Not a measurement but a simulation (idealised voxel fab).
process module | voxel ribs on slabs
cross-section cut | 220 nm wide | cells 5 nm
A cross-section is a grid of square cells, given in bands from the top down. A band is one or more rows of cells.
Each band's line starts with the height of the band's top and of its bottom, in nm. Then come its materials from left to right, each with its width in nm. One material with "throughout" fills the band from edge to edge. "air" is empty space.
Height 0 is the level under which the wafer as received is all one material. The lowest band goes on downwards, as in "0 down".
A width such as "30 to 40" changes by the same amount from each row of cells to the next, from the band's top row to its bottom row.
"no change" after a step means that no cell of the cross-section changed.
closed voids: empty space of 8 cells or more with no open way to the top, each as width x height at its distance from the left edge, in nm
after a step's settings: what the simulator itself notes on the step
overlay nm, on a step with a mask: how far to the right of its planned place the mask lay; to the left if negative
plan
1 op RECEIVE | material Si
2 op DIRECTIONAL_DEP | material SiO2 | thk nm 20
3 op DIRECTIONAL_DEP | material polySi | thk nm 25
4 op MASKED_ETCH | tone cover | mask id RIB | width nm 20 | etch materials polySi | depth nm 15 | overlay nm 0
5 op PATTERN | tone cover | mask id SLAB | material resist | width nm 50 | thk nm 20 | overlay nm 0
6 op DIRECTIONAL_ETCH | etch materials polySi | depth nm 10
7 op STRIP | etch materials resist
8 op FILL_DEP | material SiO2 | thk nm 20
9 op CMP | height nm 60
10 op DIRECTIONAL_DEP | material W | thk nm 5
11 op PATTERN | tone cover | mask id HEATER | material resist | width nm 30 | thk nm 20 | overlay nm 0
12 op DIRECTIONAL_ETCH | etch materials W | depth nm 5
13 op STRIP | etch materials resist
14 op CONFORMAL_DEP | material SiN | thk nm 5
first wafer, as planned
as received, after step 1
  0 down: Si throughout
  closed voids: none
after step 2
  20 to 0: SiO2 throughout
  below 0: unchanged
after step 3
  45 to 20: polySi throughout
  below 20: unchanged
after step 4
  45 to 30: air 100 | polySi 20 | air 100
  below 30: unchanged
after step 5
  65 to 45: air 85 | resist 50 | air 85
  45 to 30: air 85 | resist 15 | polySi 20 | resist 15 | air 85
  below 30: unchanged
after step 6
  65 to 45: air 85 | resist 50 | air 85
  45 to 30: air 85 | resist 15 | polySi 20 | resist 15 | air 85
  30 to 20: air 85 | polySi 50 | air 85
  below 20: unchanged
after step 7
  45 to 30: air 100 | polySi 20 | air 100
  below 30: unchanged
after step 8
  65 to 45: SiO2 throughout
  45 to 30: SiO2 100 | polySi 20 | SiO2 100
  30 to 20: SiO2 85 | polySi 50 | SiO2 85
  below 20: unchanged
after step 9
  60 to 45: SiO2 throughout
  below 45: unchanged
after step 10
  65 to 60: W throughout
  below 60: unchanged
after step 11
  85 to 65: air 95 | resist 30 | air 95
  below 65: unchanged
after step 12
  85 to 65: air 95 | resist 30 | air 95
  65 to 60: air 95 | W 30 | air 95
  below 60: unchanged
after step 13
  65 to 60: air 95 | W 30 | air 95
  below 60: unchanged
after step 14
  70 to 65: air 90 | SiN 40 | air 90
  65 to 60: SiN 95 | W 30 | SiN 95
  below 60: unchanged
second wafer: like start, like plan, one mistake. Through step 3 it matches the first wafer
when step 4 should have ended
  45 to 30: polySi 100 | air 20 | polySi 100
  below 30: unchanged
when step 5 should have ended
  65 to 45: air 85 | resist 50 | air 85
  45 to 30: polySi 100 | resist 20 | polySi 100
  below 30: unchanged
when step 6 should have ended
  65 to 45: air 85 | resist 50 | air 85
  45 to 35: air 85 | polySi 15 | resist 20 | polySi 15 | air 85
  below 35: unchanged
when step 7 should have ended
  45 to 35: air 85 | polySi 15 | air 20 | polySi 15 | air 85
  35 to 30: polySi 100 | air 20 | polySi 100
  below 30: unchanged
when step 8 should have ended
  65 to 45: SiO2 throughout
  45 to 35: SiO2 85 | polySi 15 | SiO2 20 | polySi 15 | SiO2 85
  35 to 30: polySi 100 | SiO2 20 | polySi 100
  below 30: unchanged
when step 9 should have ended
  60 to 45: SiO2 throughout
  below 45: unchanged
when step 10 should have ended
  65 to 60: W throughout
  below 60: unchanged
when step 11 should have ended
  85 to 65: air 95 | resist 30 | air 95
  below 65: unchanged
when step 12 should have ended
  85 to 65: air 95 | resist 30 | air 95
  65 to 60: air 95 | W 30 | air 95
  below 60: unchanged
when step 13 should have ended
  65 to 60: air 95 | W 30 | air 95
  below 60: unchanged
when step 14 should have ended
  70 to 65: air 90 | SiN 40 | air 90
  65 to 60: SiN 95 | W 30 | SiN 95
  below 60: unchanged
what went wrong: step 4 ran as: op MASKED_ETCH | tone open | mask id RIB | width nm 20 | etch materials polySi | depth nm 15 | overlay nm 0
at the end the second wafer has, in cells: 108 fewer of SiO2 | 108 more of polySi
